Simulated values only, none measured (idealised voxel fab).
voxel transistor to metal: a process module
Square cells of 5 nm make up the cross-section cut, whose width is 145 nm.
Square cells in a grid make up a cross-section in this document, and the grid is given as bands, listed from the top down, each one or more rows of cells. What a band's entry tells you: where the top is and where the bottom is, as heights in nm, and after that what lies inside, material by material from left to right, each with its width in nm. Empty space is written as the word "air", and a single material marked with the word "edge to edge" occupies the band from edge to edge. Height is counted from the level 0, under which the received wafer is composed throughout of one material. The lowest of the bands is not closed at the bottom but continues downward, in the notation "z 0 and below". The notation "30..40" denotes a width that varies across the rows of cells in the band, beginning at the first number in the top row, finishing at the second number in the bottom row, and changing by an identical amount from each row to the next. It should be understood that the words "same as before", when stated for a given step, signify that the cross-section underwent no change in any of its cells during that step. "Closed internal voids" specifies each empty space that is not open to the top and that occupies no fewer than 8 cells, using the form width x height at distance, the distance measured from the left edge and all three quantities in nm. Heads up: the bit after the settings on a step's line is the simulator's remark on that step. overlay nm: how far to the right of its planned place the mask lay on this masked step (negative: to the left).

The steps planned for the process are as follows:
1: RECEIVE,material Si
2: OXIDIZE,depth nm 5
3: CONFORMAL_DEP,material SiN,thk nm 10
4: DIRECTIONAL_DEP,material aC,thk nm 10
5: PATTERN,tone cover,mask id ACTIVE,material resist,width nm 115,thk nm 25,overlay nm 0
6: DIRECTIONAL_ETCH,etch materials aC,depth nm 10
7: STRIP,etch materials resist
8: DIRECTIONAL_ETCH,etch materials SiN,depth nm 10
9: DIRECTIONAL_ETCH,etch materials SiO2,depth nm 5
10: DIRECTIONAL_ETCH,etch materials Si,depth nm 20
11: STRIP,etch materials aC
12: FILL_DEP,material SiO2,thk nm 5
13: CMP,height nm 10
14: SELECTIVE_ETCH,etch materials SiO2,depth nm 5
15: STRIP,etch materials SiN
16: SELECTIVE_ETCH,etch materials SiO2,depth nm 5
17: OXIDIZE,depth nm 5
18: DIRECTIONAL_DEP,material polySi,thk nm 30
19: DIRECTIONAL_DEP,material SiCN,thk nm 15
20: PATTERN,tone cover,mask id GATE,material resist,width nm 25,thk nm 20,overlay nm 0
21: DIRECTIONAL_ETCH,etch materials SiCN,depth nm 25
22: DIRECTIONAL_ETCH,etch materials polySi,depth nm 40
23: STRIP,etch materials resist
24: CONFORMAL_DEP,material SiN,thk nm 5
25: DIRECTIONAL_ETCH,etch materials SiN,depth nm 5
26: DIRECTIONAL_ETCH,etch materials SiO2,depth nm 5
27: DIRECTIONAL_ETCH,etch materials Si,depth nm 10
28: EPI,material pSi,thk nm 10
29: FILL_DEP,material SiO2,thk nm 5
30: CMP,height nm 25
31: STRIP,etch materials polySi
32: SELECTIVE_ETCH,etch materials SiO2,depth nm 5
33: CONFORMAL_DEP,material HfO2,thk nm 5
34: CONFORMAL_DEP,material TiN,thk nm 5
35: FILL_DEP,material W,thk nm 10
36: CMP,height nm 20
37: DIRECTIONAL_DEP,material SiO2,thk nm 15
38: DIRECTIONAL_DEP,material aC,thk nm 15
39: PATTERN,tone open,mask id CONTACT,material resist,width nm 20,pitch nm 75,thk nm 35,overlay nm 0
40: DIRECTIONAL_ETCH,etch materials aC,depth nm 15
41: STRIP,etch materials resist
42: DIRECTIONAL_ETCH,etch materials SiO2,depth nm 45
43: STRIP,etch materials aC
44: CONFORMAL_DEP,material TiN,thk nm 5
45: FILL_DEP,material W,thk nm 10
46: CMP,height nm 35
47: CONFORMAL_DEP,material SiCN,thk nm 5
48: DIRECTIONAL_DEP,material lowk,thk nm 15
49: MASKED_ETCH,tone open,mask id METAL_1,width nm 20,pitch nm 75,etch materials lowk,depth nm 15,overlay nm 0
50: MASKED_ETCH,tone open,mask id METAL_1,width nm 20,pitch nm 75,etch materials SiCN,depth nm 5,overlay nm 0
51: CONFORMAL_DEP,material TiN,thk nm 5
52: FILL_DEP,material Ru,thk nm 10
53: CMP,height nm 55
54: EPI,material Ru,thk nm 5
55: FILL_DEP,material SiCN,thk nm 5

Received-state cross-section, reflecting completion of step 1:
    z 0 and below  Si edge to edge
    Closed internal voids: none

First of two wafers at the end of the module, shown in cross-section; run carried out as planned:
    z 65 to 60  SiCN edge to edge
    z 60 to 55  SiCN 20 nm | Ru 30 nm | SiCN 45 nm | Ru 30 nm | SiCN 20 nm
    z 55 to 40  lowk 25 nm | TiN 5 nm | Ru 10 nm | TiN 5 nm | lowk 55 nm | TiN 5 nm | Ru 10 nm | TiN 5 nm | lowk 25 nm
    z 40 to 35  SiCN 25 nm | TiN 20 nm | SiCN 55 nm | TiN 20 nm | SiCN 25 nm
    z 35 to 20  SiO2 25 nm | TiN 5 nm | W 10 nm | TiN 5 nm | SiO2 55 nm | TiN 5 nm | W 10 nm | TiN 5 nm | SiO2 25 nm
    z 20 to 0  SiO2 25 nm | TiN 5 nm | W 10 nm | TiN 5 nm | SiO2 10 nm | SiN 5 nm | HfO2 5 nm | TiN 5 nm | W 5 nm | TiN 5 nm | HfO2 5 nm | SiN 5 nm | SiO2 10 nm | TiN 5 nm | W 10 nm | TiN 5 nm | SiO2 25 nm
    z 0 to -5  SiO2 10 nm | SiN 5 nm | SiO2 10 nm | TiN 5 nm | W 10 nm | TiN 5 nm | pSi 10 nm | SiN 5 nm | HfO2 5 nm | TiN 15 nm | HfO2 5 nm | SiN 5 nm | pSi 10 nm | TiN 5 nm | W 10 nm | TiN 5 nm | SiO2 10 nm | SiN 5 nm | SiO2 10 nm
    z -5 to -10  SiO2 25 nm | TiN 20 nm | pSi 10 nm | HfO2 35 nm | pSi 10 nm | TiN 20 nm | SiO2 25 nm
    z -10 to -20  SiO2 15 nm | pSi 40 nm | Si 35 nm | pSi 40 nm | SiO2 15 nm
    z -20 to -25  SiO2 15 nm | Si 115 nm | SiO2 15 nm
    z -25 and below  Si edge to edge
    Closed internal voids: none

Wafer two, end of module, cross-section. Same start, same plan as wafer one. One mistake in the run:
    z 65 to 60  SiCN edge to edge
    z 60 to 55  SiCN 20 nm | Ru 30 nm | SiCN 45 nm | Ru 30 nm | SiCN 20 nm
    z 55 to 40  lowk 25 nm | TiN 5 nm | Ru 10 nm | TiN 5 nm | lowk 55 nm | TiN 5 nm | Ru 10 nm | TiN 5 nm | lowk 25 nm
    z 40 to 35  SiCN 25 nm | TiN 20 nm | SiCN 55 nm | TiN 20 nm | SiCN 25 nm
    z 35 to 20  SiO2 25 nm | TiN 5 nm | W 10 nm | TiN 5 nm | SiO2 55 nm | TiN 5 nm | W 10 nm | TiN 5 nm | SiO2 25 nm
    z 20 to 0  SiO2 25 nm | TiN 5 nm | W 10 nm | TiN 5 nm | SiO2 10 nm | SiN 5 nm | TiN 5 nm | HfO2 5 nm | W 5 nm | HfO2 5 nm | TiN 5 nm | SiN 5 nm | SiO2 10 nm | TiN 5 nm | W 10 nm | TiN 5 nm | SiO2 25 nm
    z 0 to -5  SiO2 10 nm | SiN 5 nm | SiO2 10 nm | TiN 5 nm | W 10 nm | TiN 5 nm | pSi 10 nm | SiN 5 nm | TiN 5 nm | HfO2 15 nm | TiN 5 nm | SiN 5 nm | pSi 10 nm | TiN 5 nm | W 10 nm | TiN 5 nm | SiO2 10 nm | SiN 5 nm | SiO2 10 nm
    z -5 to -10  SiO2 25 nm | TiN 20 nm | pSi 10 nm | TiN 35 nm | pSi 10 nm | TiN 20 nm | SiO2 25 nm
    z -10 to -20  SiO2 15 nm | pSi 40 nm | Si 35 nm | pSi 40 nm | SiO2 15 nm
    z -20 to -25  SiO2 15 nm | Si 115 nm | SiO2 15 nm
    z -25 and below  Si edge to edge
    Closed internal voids: none
Misprocessing identified: ran 33 and 34 in swapped order versus the plan
At the finish, the second wafer shows more or fewer cells for some materials than the first does: 6 fewer of HfO2; 6 more of TiN
